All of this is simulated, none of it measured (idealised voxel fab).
process module | voxel self aligned contacts
cross-section cut | 165 nm wide | cells 5 nm
A cross-section is a grid of square cells, given in bands from the top down. A band is one or more rows of cells.
Each band's line starts with the height of the band's top and of its bottom, in nm. Then come its materials from left to right, each with its width in nm. One material with "throughout" fills the band from edge to edge. "air" is empty space.
Height 0 is the level under which the wafer as received is all one material. The lowest band goes on downwards, as in "0 down".
A width such as "30 to 40" changes by the same amount from each row of cells to the next, from the band's top row to its bottom row.
"no change" after a step means that no cell of the cross-section changed.
closed voids: empty space of 8 cells or more with no open way to the top, each as width x height at its distance from the left edge, in nm
after a step's settings: what the simulator itself notes on the step
overlay nm, on a step with a mask: how far to the right of its planned place the mask lay; to the left if negative
plan
1 op RECEIVE | material Si
2 op CONFORMAL_DEP | material SiO2 | thk nm 5
3 op DIRECTIONAL_DEP | material polySi | thk nm 20
4 op DIRECTIONAL_DEP | material SiN | thk nm 20
5 op DIRECTIONAL_DEP | material aC | thk nm 15
6 op PATTERN | tone cover | mask id GATE | material resist | width nm 30 | pitch nm 75 | thk nm 35 | overlay nm 0
7 op DIRECTIONAL_ETCH | etch materials aC | depth nm 15
8 op STRIP | etch materials resist
9 op DIRECTIONAL_ETCH | etch materials SiN | depth nm 20
10 op DIRECTIONAL_ETCH | etch materials polySi | depth nm 20
11 op STRIP | etch materials aC
12 op CONFORMAL_DEP | material SiN | thk nm 10
13 op DIRECTIONAL_ETCH | etch materials SiN | depth nm 10
14 op FILL_DEP | material SiO2 | thk nm 15
15 op CMP | height nm 55
16 op DIRECTIONAL_DEP | material aC | thk nm 10
17 op PATTERN | tone open | mask id CONTACT | material resist | width nm 55 | thk nm 30 | overlay nm 0
18 op DIRECTIONAL_ETCH | etch materials aC | depth nm 10
19 op STRIP | etch materials resist
20 op DIRECTIONAL_ETCH | etch materials SiO2 | depth nm 55
21 op STRIP | etch materials aC
22 op CONFORMAL_DEP | material TiN | thk nm 5
23 op FILL_DEP | material Ru | thk nm 10
24 op CMP | height nm 55
25 op CONFORMAL_DEP | material SiCN | thk nm 5
as received, after step 1
  0 down: Si throughout
  closed voids: none
first wafer at the end, as planned
  60 to 55: SiCN throughout
  55 to 45: SiO2 55 | TiN 5 to 20 | Ru 45 to 15 | TiN 5 to 20 | SiO2 55
  45 to 25: SiO2 20 | SiN 50 | TiN 5 | Ru 15 | TiN 5 | SiN 50 | SiO2 20
  25 to 5: SiO2 20 | SiN 10 | polySi 30 | SiN 10 | TiN 5 | Ru 15 | TiN 5 | SiN 10 | polySi 30 | SiN 10 | SiO2 20
  5 to 0: SiO2 70 | TiN 25 | SiO2 70
  0 down: Si throughout
  closed voids: none
second wafer at the end: like start, like plan, one mistake
  60 to 55: SiCN throughout
  55 to 45: SiO2 55 | TiN 5 to 20 | Ru 45 to 15 | TiN 5 to 20 | SiO2 55
  45 to 40: SiO2 20 | SiN 50 | TiN 5 | Ru 15 | TiN 5 | SiN 50 | SiO2 20
  40 to 35: SiO2 20 | SiN 50 | TiN 25 | SiN 50 | SiO2 20
  35 to 25: SiN throughout
  25 to 5: polySi throughout
  5 to 0: SiO2 throughout
  0 down: Si throughout
  closed voids: none
what went wrong: step 9 ran as: op DIRECTIONAL_ETCH | etch materials SiN | depth nm 10
at the end the second wafer has, in cells: 21 fewer of Ru | 6 fewer of SiN | 43 fewer of SiO2 | 14 fewer of TiN | 84 more of polySi
